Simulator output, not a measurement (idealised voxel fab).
process module | voxel self aligned vias
cross-section cut | 160 nm wide | cells 5 nm
A cross-section is a grid of square cells, given in bands from the top down. A band is one or more rows of cells.
Each band's line starts with the height of the band's top and of its bottom, in nm. Then come its materials from left to right, each with its width in nm. One material with "throughout" fills the band from edge to edge. "air" is empty space.
Height 0 is the level under which the wafer as received is all one material. The lowest band goes on downwards, as in "0 down".
A width such as "30 to 40" changes by the same amount from each row of cells to the next, from the band's top row to its bottom row.
"no change" after a step means that no cell of the cross-section changed.
closed voids: empty space of 8 cells or more with no open way to the top, each as width x height at its distance from the left edge, in nm
after a step's settings: what the simulator itself notes on the step
overlay nm, on a step with a mask: how far to the right of its planned place the mask lay; to the left if negative
plan
1 op RECEIVE | material Si
2 op CONFORMAL_DEP | material SiO2 | thk nm 15
3 op CONFORMAL_DEP | material SiCN | thk nm 5
4 op DIRECTIONAL_DEP | material SiO2 | thk nm 30
5 op DIRECTIONAL_DEP | material aC | thk nm 10
6 op PATTERN | tone open | mask id LINES | material resist | width nm 20 | pitch nm 55 | thk nm 25 | overlay nm 0
7 op DIRECTIONAL_ETCH | etch materials aC | depth nm 10
8 op STRIP | etch materials resist
9 op DIRECTIONAL_ETCH | etch materials SiO2 | depth nm 30
10 op STRIP | etch materials aC
11 op CONFORMAL_DEP | material TiN | thk nm 5
12 op FILL_DEP | material Ru | thk nm 10
13 op CMP | height nm 50
14 op SELECTIVE_ETCH | etch materials W Ru TiN | depth nm 10
15 op FILL_DEP | material SiN | thk nm 10
16 op CMP | height nm 50
17 op DIRECTIONAL_DEP | material SiO2 | thk nm 20
18 op PATTERN | tone open | mask id VIAS | material resist | width nm 30 | thk nm 20 | overlay nm 0
19 op DIRECTIONAL_ETCH | etch materials SiO2 | depth nm 20
20 op DIRECTIONAL_ETCH | etch materials SiN | depth nm 10
21 op STRIP | etch materials resist
22 op CONFORMAL_DEP | material TiN | thk nm 5
23 op FILL_DEP | material Cu | thk nm 5
24 op CMP | height nm 70
25 op CONFORMAL_DEP | material SiN | thk nm 5
as received, after step 1
  0 down: Si throughout
  closed voids: none
first wafer at the end, as planned
  75 to 70: SiN throughout
  70 to 55: SiO2 35 | TiN 5 | Cu 20 | TiN 5 | SiO2 95
  55 to 50: SiO2 35 | TiN 10 | Cu 10 | TiN 10 | SiO2 95
  50 to 45: SiO2 40 | TiN 5 | Cu 10 | TiN 5 | SiO2 35 | SiN 20 | SiO2 45
  45 to 40: SiO2 40 | TiN 20 | SiO2 35 | SiN 20 | SiO2 45
  40 to 25: SiO2 40 | TiN 5 | Ru 10 | TiN 5 | SiO2 35 | TiN 5 | Ru 10 | TiN 5 | SiO2 45
  25 to 20: SiO2 40 | TiN 20 | SiO2 35 | TiN 20 | SiO2 45
  20 to 15: SiCN throughout
  15 to 0: SiO2 throughout
  0 down: Si throughout
  closed voids: none
second wafer at the end: like start, like plan, one mistake
  75 to 70: SiN throughout
  70 to 65: Cu throughout
  65 to 60: TiN 40 | Cu 20 | TiN 100
  60 to 45: SiO2 35 | TiN 5 | Cu 20 | TiN 5 | SiO2 95
  45 to 40: SiO2 35 | TiN 30 | SiO2 95
  40 to 25: SiO2 40 | TiN 5 | Ru 10 | TiN 5 | SiO2 35 | TiN 5 | Ru 10 | TiN 5 | SiO2 45
  25 to 20: SiO2 40 | TiN 20 | SiO2 35 | TiN 20 | SiO2 45
  20 to 15: SiCN throughout
  15 to 0: SiO2 throughout
  0 down: Si throughout
  closed voids: none
what went wrong: step 16 ran as: op CMP | height nm 40
at the end the second wafer has, in cells: 32 more of Cu | 8 fewer of SiN | 48 fewer of SiO2 | 24 more of TiN
